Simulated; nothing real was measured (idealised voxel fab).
You're looking at the process module voxel capacitor over wiring.
Cross-section cut: width 145 nm, square cells of 5 nm.
Each cross-section below is a grid of square cells, stated as bands in top-down order, with one or more rows of cells making up each band. Basically the band line says how high the top is and how high the bottom is, in nm, and then what's in it from left to right, every material with its width in nm. Empty space shows up as "blank", and if a single material carries "everywhere" it runs the full band edge to edge. All heights in this document are referenced to 0, defined as the level beneath which the wafer, as received, consists entirely of one material. The lowest band is not bounded below; it extends indefinitely downward and is written in the form "top 0, no bottom". Width: "30 to 40" (first number = top row, second number = bottom row, same change from row to row of cells). Any step labelled "no change occurred" changed none of the cells in the cross-section. Voids not open to the top, 8 cells minimum: see "Trapped cavities". Written width x height at distance; distance is from the left edge; nm. On each step's line, the part that comes after the settings is the simulator's own comment on the step. The line of a step may include "overlay nm". On a step with a mask, this value is how far to the right of its planned place the mask lay. A negative value means the mask lay to the left.

List of planned process steps
1 RECEIVE with material Si
2 CONFORMAL_DEP with material SiO2, thk nm 15
3 CONFORMAL_DEP with material SiN, thk nm 5
4 DIRECTIONAL_DEP with material SiO2, thk nm 20
5 DIRECTIONAL_DEP with material aC, thk nm 10
6 PATTERN with tone open, mask id METAL_1, material resist, width nm 20, pitch nm 90, thk nm 30, overlay nm 0
7 DIRECTIONAL_ETCH with etch materials aC, depth nm 10
8 STRIP with etch materials resist
9 DIRECTIONAL_ETCH with etch materials SiO2, depth nm 20
10 DIRECTIONAL_ETCH with etch materials SiN, depth nm 5
11 STRIP with etch materials aC
12 CONFORMAL_DEP with material TiN, thk nm 5
13 FILL_DEP with material Cu, thk nm 10
14 CMP with height nm 40
15 CONFORMAL_DEP with material SiCN, thk nm 5
16 DIRECTIONAL_DEP with material lowk, thk nm 15
17 DIRECTIONAL_DEP with material aC, thk nm 15
18 PATTERN with tone open, mask id PLUG_1, material resist, width nm 15, thk nm 35, overlay nm 0
19 DIRECTIONAL_ETCH with etch materials aC, depth nm 15
20 STRIP with etch materials resist
21 DIRECTIONAL_ETCH with etch materials lowk, depth nm 15
22 DIRECTIONAL_ETCH with etch materials SiCN, depth nm 5
23 STRIP with etch materials aC
24 CONFORMAL_DEP with material TiN, thk nm 5
25 FILL_DEP with material Cu, thk nm 5
26 CMP with height nm 60
27 DIRECTIONAL_DEP with material TiN, thk nm 5
28 DIRECTIONAL_DEP with material SiN, thk nm 5
29 DIRECTIONAL_DEP with material TiN, thk nm 5
30 DIRECTIONAL_DEP with material aC, thk nm 10
31 PATTERN with tone cover, mask id UPPER_PLATE, material resist, width nm 75, thk nm 30, overlay nm 0
32 DIRECTIONAL_ETCH with etch materials aC, depth nm 10
33 STRIP with etch materials resist
34 DIRECTIONAL_ETCH with etch materials TiN, depth nm 5
35 DIRECTIONAL_ETCH with etch materials SiN, depth nm 5
36 STRIP with etch materials aC
37 PATTERN with tone cover, mask id LOWER_PLATE, material resist, width nm 85, thk nm 15, overlay nm 0
38 DIRECTIONAL_ETCH with etch materials TiN, depth nm 5
39 STRIP with etch materials resist
40 FILL_DEP with material SiO2, thk nm 20
41 CMP with height nm 90
42 PATTERN with tone open, mask id PLUG_2, material resist, width nm 15, thk nm 15, overlay nm 0
43 DIRECTIONAL_ETCH with etch materials SiO2, depth nm 15
44 STRIP with etch materials resist
45 CONFORMAL_DEP with material TiN, thk nm 5
46 FILL_DEP with material Ru, thk nm 10
47 CMP with height nm 90
48 CONFORMAL_DEP with material SiN, thk nm 5

The first of a set of two wafers, run to plan

As received (post step 1): cross-section
  top 0, no bottom = Si everywhere
  Trapped cavities: none

Cross-section: wafer state after step 2
  top 15, bottom 0 = SiO2 everywhere
  below 0: unchanged

Cross-section: wafer state after step 3
  top 20, bottom 15 = SiN everywhere
  below 15: unchanged

Cross-section: wafer state after step 4
  top 40, bottom 20 = SiO2 everywhere
  below 20: unchanged

Cross-section: wafer state after step 5
  top 50, bottom 40 = aC everywhere
  below 40: unchanged

Cross-section: wafer state after step 6
  top 80, bottom 50 = 15 resist  20 blank  70 resist  20 blank  20 resist
  below 50: unchanged

Cross-section: wafer state after step 7
  top 70, bottom 50 = 15 resist  20 blank  70 resist  20 blank  20 resist
  top 50, bottom 40 = 15 aC  20 blank  70 aC  20 blank  20 aC
  below 40: unchanged

Cross-section: wafer state after step 8
  top 50, bottom 40 = 15 aC  20 blank  70 aC  20 blank  20 aC
  below 40: unchanged

Cross-section: wafer state after step 9
  top 50, bottom 40 = 15 aC  20 blank  70 aC  20 blank  20 aC
  top 40, bottom 20 = 15 SiO2  20 blank  70 SiO2  20 blank  20 SiO2
  below 20: unchanged

Cross-section: wafer state after step 10
  top 50, bottom 40 = 15 aC  20 blank  70 aC  20 blank  20 aC
  top 40, bottom 20 = 15 SiO2  20 blank  70 SiO2  20 blank  20 SiO2
  top 20, bottom 15 = 15 SiN  20 blank  70 SiN  20 blank  20 SiN
  below 15: unchanged

Cross-section: wafer state after step 11
  top 40, bottom 20 = 15 SiO2  20 blank  70 SiO2  20 blank  20 SiO2
  below 20: unchanged

Cross-section: wafer state after step 12
  top 45, bottom 40 = 20 TiN  10 blank  80 TiN  10 blank  25 TiN
  top 40, bottom 20 = 15 SiO2  5 TiN  10 blank  5 TiN  70 SiO2  5 TiN  10 blank  5 TiN  20 SiO2
  top 20, bottom 15 = 15 SiN  20 TiN  70 SiN  20 TiN  20 SiN
  below 15: unchanged

Cross-section: wafer state after step 13
  top 55, bottom 45 = Cu everywhere
  top 45, bottom 40 = 20 TiN  10 Cu  80 TiN  10 Cu  25 TiN
  top 40, bottom 20 = 15 SiO2  5 TiN  10 Cu  5 TiN  70 SiO2  5 TiN  10 Cu  5 TiN  20 SiO2
  below 20: unchanged

Cross-section: wafer state after step 14
  top 40, bottom 20 = 15 SiO2  5 TiN  10 Cu  5 TiN  70 SiO2  5 TiN  10 Cu  5 TiN  20 SiO2
  below 20: unchanged

Cross-section: wafer state after step 15
  top 45, bottom 40 = SiCN everywhere
  below 40: unchanged

Cross-section: wafer state after step 16
  top 60, bottom 45 = lowk everywhere
  below 45: unchanged

Cross-section: wafer state after step 17
  top 75, bottom 60 = aC everywhere
  below 60: unchanged

Cross-section: wafer state after step 18
  top 110, bottom 75 = 20 resist  15 blank  110 resist
  below 75: unchanged

Cross-section: wafer state after step 19
  top 95, bottom 75 = 20 resist  15 blank  110 resist
  top 75, bottom 60 = 20 aC  15 blank  110 aC
  below 60: unchanged

Cross-section: wafer state after step 20
  top 75, bottom 60 = 20 aC  15 blank  110 aC
  below 60: unchanged

Cross-section: wafer state after step 21
  top 75, bottom 60 = 20 aC  15 blank  110 aC
  top 60, bottom 45 = 20 lowk  15 blank  110 lowk
  below 45: unchanged

Cross-section: wafer state after step 22
  top 75, bottom 60 = 20 aC  15 blank  110 aC
  top 60, bottom 45 = 20 lowk  15 blank  110 lowk
  top 45, bottom 40 = 20 SiCN  15 blank  110 SiCN
  below 40: unchanged

Cross-section: wafer state after step 23
  top 60, bottom 45 = 20 lowk  15 blank  110 lowk
  below 45: unchanged

Cross-section: wafer state after step 24
  top 65, bottom 60 = 25 TiN  5 blank  115 TiN
  top 60, bottom 45 = 20 lowk  5 TiN  5 blank  5 TiN  110 lowk
  top 45, bottom 40 = 20 SiCN  15 TiN  110 SiCN
  below 40: unchanged

Cross-section: wafer state after step 25
  top 70, bottom 65 = Cu everywhere
  top 65, bottom 60 = 25 TiN  5 Cu  115 TiN
  top 60, bottom 45 = 20 lowk  5 TiN  5 Cu  5 TiN  110 lowk
  below 45: unchanged

Cross-section: wafer state after step 26
  top 60, bottom 45 = 20 lowk  5 TiN  5 Cu  5 TiN  110 lowk
  below 45: unchanged

Cross-section: wafer state after step 27
  top 65, bottom 60 = TiN everywhere
  below 60: unchanged

Cross-section: wafer state after step 28
  top 70, bottom 65 = SiN everywhere
  below 65: unchanged

Cross-section: wafer state after step 29
  top 75, bottom 70 = TiN everywhere
  below 70: unchanged

Cross-section: wafer state after step 30
  top 85, bottom 75 = aC everywhere
  below 75: unchanged

Cross-section: wafer state after step 31
  top 115, bottom 85 = 20 blank  75 resist  50 blank
  below 85: unchanged

Cross-section: wafer state after step 32
  top 105, bottom 85 = 20 blank  75 resist  50 blank
  top 85, bottom 75 = 20 blank  75 aC  50 blank
  below 75: unchanged

Cross-section: wafer state after step 33
  top 85, bottom 75 = 20 blank  75 aC  50 blank
  below 75: unchanged

Cross-section: wafer state after step 34
  top 85, bottom 75 = 20 blank  75 aC  50 blank
  top 75, bottom 70 = 20 blank  75 TiN  50 blank
  below 70: unchanged

Cross-section: wafer state after step 35
  top 85, bottom 75 = 20 blank  75 aC  50 blank
  top 75, bottom 70 = 20 blank  75 TiN  50 blank
  top 70, bottom 65 = 20 blank  75 SiN  50 blank
  below 65: unchanged

Cross-section: wafer state after step 36
  top 75, bottom 70 = 20 blank  75 TiN  50 blank
  below 70: unchanged

Cross-section: wafer state after step 37
  top 90, bottom 75 = 15 blank  85 resist  45 blank
  top 75, bottom 70 = 15 blank  5 resist  75 TiN  5 resist  45 blank
  top 70, bottom 65 = 15 blank  5 resist  75 SiN  5 resist  45 blank
  below 65: unchanged

Cross-section: wafer state after step 38
  top 90, bottom 75 = 15 blank  85 resist  45 blank
  top 75, bottom 70 = 15 blank  5 resist  75 TiN  5 resist  45 blank
  top 70, bottom 65 = 15 blank  5 resist  75 SiN  5 resist  45 blank
  top 65, bottom 60 = 15 blank  85 TiN  45 blank
  below 60: unchanged

Cross-section: wafer state after step 39
  top 75, bottom 70 = 20 blank  75 TiN  50 blank
  top 70, bottom 65 = 20 blank  75 SiN  50 blank
  below 65: unchanged

Cross-section: wafer state after step 40
  top 95, bottom 75 = SiO2 everywhere
  top 75, bottom 70 = 20 SiO2  75 TiN  50 SiO2
  top 70, bottom 65 = 20 SiO2  75 SiN  50 SiO2
  top 65, bottom 60 = 15 SiO2  85 TiN  45 SiO2
  below 60: unchanged

Cross-section: wafer state after step 41
  top 90, bottom 75 = SiO2 everywhere
  below 75: unchanged

Cross-section: wafer state after step 42
  top 105, bottom 90 = 30 resist  15 blank  100 resist
  below 90: unchanged

Cross-section: wafer state after step 43
  top 105, bottom 90 = 30 resist  15 blank  100 resist
  top 90, bottom 75 = 30 SiO2  15 blank  100 SiO2
  below 75: unchanged

Cross-section: wafer state after step 44
  top 90, bottom 75 = 30 SiO2  15 blank  100 SiO2
  below 75: unchanged

Cross-section: wafer state after step 45
  top 95, bottom 90 = 35 TiN  5 blank  105 TiN
  top 90, bottom 80 = 30 SiO2  5 TiN  5 blank  5 TiN  100 SiO2
  top 80, bottom 70 = 30 to 20 SiO2  15 to 75 TiN  100 to 50 SiO2
  below 70: unchanged

Cross-section: wafer state after step 46
  top 105, bottom 95 = Ru everywhere
  top 95, bottom 90 = 35 TiN  5 Ru  105 TiN
  top 90, bottom 80 = 30 SiO2  5 TiN  5 Ru  5 TiN  100 SiO2
  below 80: unchanged

Cross-section: wafer state after step 47
  top 90, bottom 80 = 30 SiO2  5 TiN  5 Ru  5 TiN  100 SiO2
  below 80: unchanged

Cross-section: wafer state after step 48
  top 95, bottom 90 = SiN everywhere
  below 90: unchanged

Second of two: same start, same plan, one run error; steps up to and including 26 match the first

Second wafer cross-section, taken as of the time the plan sets for step 27 to be done
  top 65, bottom 60 = SiN everywhere
  below 60: unchanged

Second wafer cross-section, taken as of the time the plan sets for step 28 to be done
  top 70, bottom 65 = TiN everywhere
  below 65: unchanged

Second wafer cross-section, taken as of the time the plan sets for step 29 to be done
  top 75, bottom 65 = TiN everywhere
  below 65: unchanged

Second wafer cross-section, taken as of the time the plan sets for step 30 to be done
  top 85, bottom 75 = aC everywhere
  below 75: unchanged

Second wafer cross-section, taken as of the time the plan sets for step 31 to be done
  top 115, bottom 85 = 20 blank  75 resist  50 blank
  below 85: unchanged

Second wafer cross-section, taken as of the time the plan sets for step 32 to be done
  top 105, bottom 85 = 20 blank  75 resist  50 blank
  top 85, bottom 75 = 20 blank  75 aC  50 blank
  below 75: unchanged

Second wafer cross-section, taken as of the time the plan sets for step 33 to be done
  top 85, bottom 75 = 20 blank  75 aC  50 blank
  below 75: unchanged

Second wafer cross-section, taken as of the time the plan sets for step 34 to be done
  top 85, bottom 75 = 20 blank  75 aC  50 blank
  top 75, bottom 70 = 20 blank  75 TiN  50 blank
  below 70: unchanged

Second wafer cross-section, taken as of the time the plan sets for step 35 to be done: no change occurred

Second wafer cross-section, taken as of the time the plan sets for step 36 to be done
  top 75, bottom 70 = 20 blank  75 TiN  50 blank
  below 70: unchanged

Second wafer cross-section, taken as of the time the plan sets for step 37 to be done
  top 90, bottom 75 = 15 blank  85 resist  45 blank
  top 75, bottom 70 = 15 blank  5 resist  75 TiN  5 resist  45 blank
  below 70: unchanged

Second wafer cross-section, taken as of the time the plan sets for step 38 to be done
  top 90, bottom 75 = 15 blank  85 resist  45 blank
  top 75, bottom 70 = 15 blank  5 resist  75 TiN  5 resist  45 blank
  top 70, bottom 65 = 15 blank  85 TiN  45 blank
  below 65: unchanged

Second wafer cross-section, taken as of the time the plan sets for step 39 to be done
  top 75, bottom 65 = 20 to 15 blank  75 to 85 TiN  50 to 45 blank
  below 65: unchanged

Second wafer cross-section, taken as of the time the plan sets for step 40 to be done
  top 95, bottom 75 = SiO2 everywhere
  top 75, bottom 65 = 20 to 15 SiO2  75 to 85 TiN  50 to 45 SiO2
  below 65: unchanged

Second wafer cross-section, taken as of the time the plan sets for step 41 to be done
  top 90, bottom 75 = SiO2 everywhere
  below 75: unchanged

Second wafer cross-section, taken as of the time the plan sets for step 42 to be done
  top 105, bottom 90 = 30 resist  15 blank  100 resist
  below 90: unchanged

Second wafer cross-section, taken as of the time the plan sets for step 43 to be done
  top 105, bottom 90 = 30 resist  15 blank  100 resist
  top 90, bottom 75 = 30 SiO2  15 blank  100 SiO2
  below 75: unchanged

Second wafer cross-section, taken as of the time the plan sets for step 44 to be done
  top 90, bottom 75 = 30 SiO2  15 blank  100 SiO2
  below 75: unchanged

Second wafer cross-section, taken as of the time the plan sets for step 45 to be done
  top 95, bottom 90 = 35 TiN  5 blank  105 TiN
  top 90, bottom 80 = 30 SiO2  5 TiN  5 blank  5 TiN  100 SiO2
  top 80, bottom 70 = 30 to 20 SiO2  15 to 75 TiN  100 to 50 SiO2
  below 70: unchanged

Second wafer cross-section, taken as of the time the plan sets for step 46 to be done
  top 105, bottom 95 = Ru everywhere
  top 95, bottom 90 = 35 TiN  5 Ru  105 TiN
  top 90, bottom 80 = 30 SiO2  5 TiN  5 Ru  5 TiN  100 SiO2
  below 80: unchanged

Second wafer cross-section, taken as of the time the plan sets for step 47 to be done
  top 90, bottom 80 = 30 SiO2  5 TiN  5 Ru  5 TiN  100 SiO2
  below 80: unchanged

Second wafer cross-section, taken as of the time the plan sets for step 48 to be done
  top 95, bottom 90 = SiN everywhere
  below 90: unchanged
What broke from the plan during processing? step 28 occupied the plan position of step 27, and the converse holds as well
FYI, end of process, the second wafer has more or fewer cells of some materials than the first: 14 more of SiN; 14 fewer of SiO2
